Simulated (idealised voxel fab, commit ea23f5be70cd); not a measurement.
process module | voxel self aligned contacts
The cross-section on display is named cut; it measures 280 nm wide, and its cells are 5 nm squares.
A cross-section is a grid of square cells, given in bands from the top down. A band is one or more rows of cells. This entry defines a band. It first specifies the height of the band's top and the height of its bottom in nm, and then specifies the band's materials from left to right, stating each material with its width in nm. The word "throughout" identifies a single material that fills the band from edge to edge, while the word "blank" identifies empty space. All heights in this document are referenced to 0, defined as the level beneath which the wafer, as received, consists entirely of one material. The lowest band is not bounded below; it extends indefinitely downward and is written in the form "0 down". Width spec "30->40" -> top row of cells at first value, bottom row at second value, equal per-row change in between. "nothing got changed" -> step changed no cross-section cell. "Voids, sealed" specifies each empty space that is not open to the top and that occupies no fewer than 8 cells, using the form width x height at distance, the distance measured from the left edge and all three quantities in nm. Read whatever lies past the settings on a step's line as the simulator's own remark about the step. You can add "overlay nm" to a step's line. For a step with a mask, it describes how far the mask lay to the right of its planned position, and a negative number describes a lay to the left.

The planned process steps are enumerated hereunder:
| 1 | RECEIVE, material Si |
| 2 | OXIDIZE, depth nm 5 |
| 3 | DIRECTIONAL_DEP, material polySi, thk nm 20 |
| 4 | DIRECTIONAL_DEP, material SiN, thk nm 25 |
| 5 | DIRECTIONAL_DEP, material aC, thk nm 10 |
| 6 | PATTERN, tone cover, mask id GATE, material resist, width nm 30, pitch nm 75, thk nm 25, overlay nm 0 |
| 7 | DIRECTIONAL_ETCH, etch materials aC, depth nm 10 |
| 8 | STRIP, etch materials resist |
| 9 | DIRECTIONAL_ETCH, etch materials SiN, depth nm 25 |
| 10 | DIRECTIONAL_ETCH, etch materials polySi, depth nm 20 |
| 11 | STRIP, etch materials aC |
| 12 | CONFORMAL_DEP, material SiN, thk nm 10 |
| 13 | DIRECTIONAL_ETCH, etch materials SiN, depth nm 10 |
| 14 | FILL_DEP, material SiO2, thk nm 15 |
| 15 | CMP, height nm 55 |
| 16 | PATTERN, tone open, mask id CONTACT, material resist, width nm 55, thk nm 15, overlay nm 0 |
| 17 | DIRECTIONAL_ETCH, etch materials SiO2, depth nm 60 |
| 18 | STRIP, etch materials resist |
| 19 | CONFORMAL_DEP, material TiN, thk nm 5 |
| 20 | FILL_DEP, material W, thk nm 10 |
| 21 | CMP, height nm 45 |
| 22 | CONFORMAL_DEP, material SiCN, thk nm 5 |
The height nm used in step 21 is not the same on every wafer, whereas the starting condition is; the value printed in the plan is the first wafer's.

First of several wafers (as received, post step 1), cross-sectional view:
	0 down  Si throughout
	Voids, sealed: none

each wafer at the end: cells of each material gained (+) or lost (-) since it was received, then its closed voids:
height nm 45, -56 Si, +56 SiCN, +132 SiN, +330 SiO2, +23 TiN, +27 W, +48 polySi, Voids, sealed: none
height nm 50, -56 Si, +56 SiCN, +132 SiN, +375 SiO2, +31 TiN, +30 W, +48 polySi, Voids, sealed: none
height nm 55, -56 Si, +56 SiCN, +132 SiN, +420 SiO2, +33 TiN, +39 W, +48 polySi, Voids, sealed: none
height nm 60, -56 Si, +56 SiCN, +132 SiN, +420 SiO2, +80 TiN, +48 W, +48 polySi, Voids, sealed: none
height nm 65, -56 Si, +56 SiCN, +132 SiN, +420 SiO2, +80 TiN, +104 W, +48 polySi, Voids, sealed: none
height nm 70, -56 Si, +56 SiCN, +132 SiN, +420 SiO2, +80 TiN, +160 W, +48 polySi, Voids, sealed: none
